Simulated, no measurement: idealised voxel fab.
A process module follows: voxel transistor to metal.
Cross-section cut: width 285 nm, square cells of 5 nm.
Just so we're on the same page, the cross-sections are grids of square cells, and they're listed out in bands top to bottom, each band one or more rows deep. Per band: top height and bottom height in nm, followed by the left-to-right materials and their widths in nm; "everywhere" marks a single material spanning edge to edge, "blank" marks empty space. For the purposes of this specification, 0 denotes the height below which the wafer in its as-received condition is composed wholly of one material, and the lowermost band, lacking a lower limit, extends downward without end, as expressed in "z 0 and below". Per-row width for "30..40": begins at first number (top row of band), ends at second number (bottom row), increment between rows held constant. The cross-section has no changed cell in any step marked "remained unchanged". The entry "Sealed cavities" lists the empty spaces that cover at least 8 cells and have no open path to the top. Each is written as width x height at distance, where the distance is measured from the left edge and all three values are in nm. It should be noted that, on the line of a given step, the content following the step's settings is a remark produced by the simulator itself with respect to that step. You can add "overlay nm" to a step's line. For a step with a mask, it describes how far the mask lay to the right of its planned position, and a negative number describes a lay to the left.
[Intended process steps]
1: RECEIVE (material Si)
2: OXIDIZE (depth nm 5)
3: CONFORMAL_DEP (material SiN; thk nm 10)
4: PATTERN (tone cover; mask id ACTIVE; material resist; width nm 110; pitch nm 135; thk nm 20; overlay nm 0)
5: DIRECTIONAL_ETCH (etch materials SiN; depth nm 10)
6: DIRECTIONAL_ETCH (etch materials SiO2; depth nm 5)
7: DIRECTIONAL_ETCH (etch materials Si; depth nm 30)
8: STRIP (etch materials resist)
9: OXIDIZE (depth nm 5)
10: FILL_DEP (material SiO2; thk nm 10)
11: CMP (height nm 10)
12: SELECTIVE_ETCH (etch materials SiO2; depth nm 10)
13: STRIP (etch materials SiN)
14: SELECTIVE_ETCH (etch materials SiO2; depth nm 5)
15: OXIDIZE (depth nm 5)
16: DIRECTIONAL_DEP (material polySi; thk nm 30)
17: DIRECTIONAL_DEP (material SiCN; thk nm 15)
18: PATTERN (tone cover; mask id GATE; material resist; width nm 30; pitch nm 135; thk nm 20; overlay nm 0)
19: DIRECTIONAL_ETCH (etch materials SiCN; depth nm 25)
20: DIRECTIONAL_ETCH (etch materials polySi; depth nm 40)
21: STRIP (etch materials resist)
22: CONFORMAL_DEP (material SiO2; thk nm 5)
23: DIRECTIONAL_ETCH (etch materials SiO2; depth nm 5)
24: CONFORMAL_DEP (material SiN; thk nm 10)
25: DIRECTIONAL_ETCH (etch materials SiN; depth nm 10)
26: DIRECTIONAL_ETCH (etch materials SiO2; depth nm 5)
27: DIRECTIONAL_ETCH (etch materials Si; depth nm 10)
28: EPI (material pSi; thk nm 10)
29: FILL_DEP (material SiO2; thk nm 5)
30: CMP (height nm 25)
31: STRIP (etch materials polySi)
32: SELECTIVE_ETCH (etch materials SiO2; depth nm 5)
33: CONFORMAL_DEP (material HfO2; thk nm 5)
34: CONFORMAL_DEP (material TiN; thk nm 5)
35: FILL_DEP (material W; thk nm 10)
36: CMP (height nm 20)
37: DIRECTIONAL_DEP (material SiO2; thk nm 10)
38: MASKED_ETCH (tone open; mask id CONTACT; width nm 15; etch materials SiO2; depth nm 40; overlay nm 0)
39: CONFORMAL_DEP (material TiN; thk nm 5)
40: FILL_DEP (material Ru; thk nm 10)
41: CMP (height nm 30)
42: CONFORMAL_DEP (material SiN; thk nm 5)
43: DIRECTIONAL_DEP (material lowk; thk nm 20)
44: MASKED_ETCH (tone open; mask id METAL_1; width nm 15; etch materials lowk; depth nm 20; overlay nm -15)
45: MASKED_ETCH (tone open; mask id METAL_1; width nm 15; etch materials SiN; depth nm 5; overlay nm 0)
46: CONFORMAL_DEP (material TiN; thk nm 5)
47: FILL_DEP (material Ru; thk nm 10)
48: CMP (height nm 55)
49: CONFORMAL_DEP (material SiCN; thk nm 5)
50: DIRECTIONAL_DEP (material lowk; thk nm 30)
51: PATTERN (tone open; mask id METAL_2; material resist; width nm 15; pitch nm 135; thk nm 15; overlay nm 0)
52: DIRECTIONAL_ETCH (etch materials lowk; depth nm 20)
53: STRIP (etch materials resist)
54: MASKED_ETCH (tone open; mask id METAL_2_HOLES; width nm 15; pitch nm 135; etch materials lowk; depth nm 10; overlay nm 0)
55: MASKED_ETCH (tone open; mask id METAL_2_HOLES; width nm 15; pitch nm 135; etch materials SiCN; depth nm 5; overlay nm 0)
56: CONFORMAL_DEP (material TiN; thk nm 5)
57: FILL_DEP (material Cu; thk nm 10)
58: CMP (height nm 90)
59: CONFORMAL_DEP (material SiCN; thk nm 5)
Heads up: all these wafers start the same, and what changes between them is the overlay nm in step 44. The value you see in the plan is just what the first wafer got.
[first wafer as received, after step 1]
	z 0 and below  Si everywhere
	Sealed cavities: none
[First of several wafers, sectioned at end of module (last step: step 59)]
	z 95 to 90  SiCN everywhere
	z 90 to 60  30 lowk | 5 TiN | 5 Cu | 5 TiN | 120 lowk | 5 TiN | 5 Cu | 5 TiN | 105 lowk
	z 60 to 55  30 SiCN | 15 TiN | 120 SiCN | 15 TiN | 105 SiCN
	z 55 to 40  15 lowk | 5 TiN | 5 Ru | 5 TiN | 60 lowk | 5 TiN | 5 Ru | 5 TiN | 45 lowk | 5 TiN | 5 Ru | 5 TiN | 60 lowk | 5 TiN | 5 Ru | 5 TiN | 45 lowk
	z 40 to 35  15 lowk | 15 TiN | 60 lowk | 15 TiN | 45 lowk | 15 TiN | 60 lowk | 15 TiN | 45 lowk
	z 35 to 30  SiN everywhere
	z 30 to 20  30 SiO2 | 5 TiN | 5 Ru | 5 TiN | 60 SiO2 | 5 TiN | 5 Ru | 5 TiN | 45 SiO2 | 5 TiN | 5 Ru | 5 TiN | 60 SiO2 | 5 TiN | 5 Ru | 5 TiN | 30 SiO2
	z 20 to 5  30 SiO2 | 5 TiN | 5 Ru | 5 TiN | 10 SiN | 5 HfO2 | 5 TiN | 20 W | 5 TiN | 5 HfO2 | 10 SiN | 5 TiN | 5 Ru | 5 TiN | 45 SiO2 | 5 TiN | 5 Ru | 5 TiN | 10 SiN | 5 HfO2 | 5 TiN | 20 W | 5 TiN | 5 HfO2 | 10 SiN | 5 TiN | 5 Ru | 5 TiN | 30 SiO2
	z 5 to 0  30 SiO2 | 15 TiN | 10 SiN | 5 HfO2 | 5 TiN | 20 W | 5 TiN | 5 HfO2 | 10 SiN | 15 TiN | 45 SiO2 | 15 TiN | 10 SiN | 5 HfO2 | 5 TiN | 20 W | 5 TiN | 5 HfO2 | 10 SiN | 15 TiN | 30 SiO2
	z 0 to -5  30 SiO2 | 5 TiN | 10 pSi | 10 SiN | 5 HfO2 | 30 TiN | 5 HfO2 | 10 SiN | 10 pSi | 5 TiN | 45 SiO2 | 5 TiN | 10 pSi | 10 SiN | 5 HfO2 | 30 TiN | 5 HfO2 | 10 SiN | 10 pSi | 5 TiN | 30 SiO2
	z -5 to -10  30 SiO2 | 5 TiN | 10 pSi | 10 SiO2 | 40 HfO2 | 10 SiO2 | 10 pSi | 5 TiN | 45 SiO2 | 5 TiN | 10 pSi | 10 SiO2 | 40 HfO2 | 10 SiO2 | 10 pSi | 5 TiN | 30 SiO2
	z -10 to -20  25 SiO2 | 20 pSi | 60 Si | 20 pSi | 35 SiO2 | 20 pSi | 60 Si | 20 pSi | 25 SiO2
	z -20 to -40  25 SiO2 | 100 Si | 35 SiO2 | 100 Si | 25 SiO2
	z -40 and below  Si everywhere
	Sealed cavities: none
[Cross-section at module completion, last wafer]
	z 95 to 90  SiCN everywhere
	z 90 to 60  30 lowk | 5 TiN | 5 Cu | 5 TiN | 120 lowk | 5 TiN | 5 Cu | 5 TiN | 105 lowk
	z 60 to 55  30 SiCN | 15 TiN | 120 SiCN | 15 TiN | 105 SiCN
	z 55 to 40  45 lowk | 5 TiN | 5 Ru | 5 TiN | 60 lowk | 5 TiN | 5 Ru | 5 TiN | 45 lowk | 5 TiN | 5 Ru | 5 TiN | 60 lowk | 5 TiN | 5 Ru | 5 TiN | 15 lowk
	z 40 to 35  45 lowk | 15 TiN | 60 lowk | 15 TiN | 45 lowk | 15 TiN | 60 lowk | 15 TiN | 15 lowk
	z 35 to 30  SiN everywhere
	z 30 to 20  30 SiO2 | 5 TiN | 5 Ru | 5 TiN | 60 SiO2 | 5 TiN | 5 Ru | 5 TiN | 45 SiO2 | 5 TiN | 5 Ru | 5 TiN | 60 SiO2 | 5 TiN | 5 Ru | 5 TiN | 30 SiO2
	z 20 to 5  30 SiO2 | 5 TiN | 5 Ru | 5 TiN | 10 SiN | 5 HfO2 | 5 TiN | 20 W | 5 TiN | 5 HfO2 | 10 SiN | 5 TiN | 5 Ru | 5 TiN | 45 SiO2 | 5 TiN | 5 Ru | 5 TiN | 10 SiN | 5 HfO2 | 5 TiN | 20 W | 5 TiN | 5 HfO2 | 10 SiN | 5 TiN | 5 Ru | 5 TiN | 30 SiO2
	z 5 to 0  30 SiO2 | 15 TiN | 10 SiN | 5 HfO2 | 5 TiN | 20 W | 5 TiN | 5 HfO2 | 10 SiN | 15 TiN | 45 SiO2 | 15 TiN | 10 SiN | 5 HfO2 | 5 TiN | 20 W | 5 TiN | 5 HfO2 | 10 SiN | 15 TiN | 30 SiO2
	z 0 to -5  30 SiO2 | 5 TiN | 10 pSi | 10 SiN | 5 HfO2 | 30 TiN | 5 HfO2 | 10 SiN | 10 pSi | 5 TiN | 45 SiO2 | 5 TiN | 10 pSi | 10 SiN | 5 HfO2 | 30 TiN | 5 HfO2 | 10 SiN | 10 pSi | 5 TiN | 30 SiO2
	z -5 to -10  30 SiO2 | 5 TiN | 10 pSi | 10 SiO2 | 40 HfO2 | 10 SiO2 | 10 pSi | 5 TiN | 45 SiO2 | 5 TiN | 10 pSi | 10 SiO2 | 40 HfO2 | 10 SiO2 | 10 pSi | 5 TiN | 30 SiO2
	z -10 to -20  25 SiO2 | 20 pSi | 60 Si | 20 pSi | 35 SiO2 | 20 pSi | 60 Si | 20 pSi | 25 SiO2
	z -20 to -40  25 SiO2 | 100 Si | 35 SiO2 | 100 Si | 25 SiO2
	z -40 and below  Si everywhere
	Sealed cavities: none
[Gained (+) or lost (-) cells of each material since receipt, then closed voids: one row per wafer, at the end of the module]
overlay nm -15; +12 Cu; +36 HfO2; +32 Ru; -248 Si; +108 SiCN; +97 SiN; +326 SiO2; +154 TiN; +32 W; +486 lowk; +48 pSi; Sealed cavities: none
overlay nm -10; +12 Cu; +36 HfO2; +32 Ru; -248 Si; +108 SiCN; +93 SiN; +326 SiO2; +158 TiN; +32 W; +486 lowk; +48 pSi; Sealed cavities: none
overlay nm -5; +12 Cu; +36 HfO2; +32 Ru; -248 Si; +108 SiCN; +89 SiN; +326 SiO2; +162 TiN; +32 W; +486 lowk; +48 pSi; Sealed cavities: none
overlay nm 0; +12 Cu; +36 HfO2; +36 Ru; -248 Si; +108 SiCN; +85 SiN; +326 SiO2; +162 TiN; +32 W; +486 lowk; +48 pSi; Sealed cavities: none
overlay nm 5; +12 Cu; +36 HfO2; +32 Ru; -248 Si; +108 SiCN; +89 SiN; +326 SiO2; +162 TiN; +32 W; +486 lowk; +48 pSi; Sealed cavities: none
overlay nm 10; +12 Cu; +36 HfO2; +32 Ru; -248 Si; +108 SiCN; +93 SiN; +326 SiO2; +158 TiN; +32 W; +486 lowk; +48 pSi; Sealed cavities: none
overlay nm 15; +12 Cu; +36 HfO2; +32 Ru; -248 Si; +108 SiCN; +97 SiN; +326 SiO2; +154 TiN; +32 W; +486 lowk; +48 pSi; Sealed cavities: none
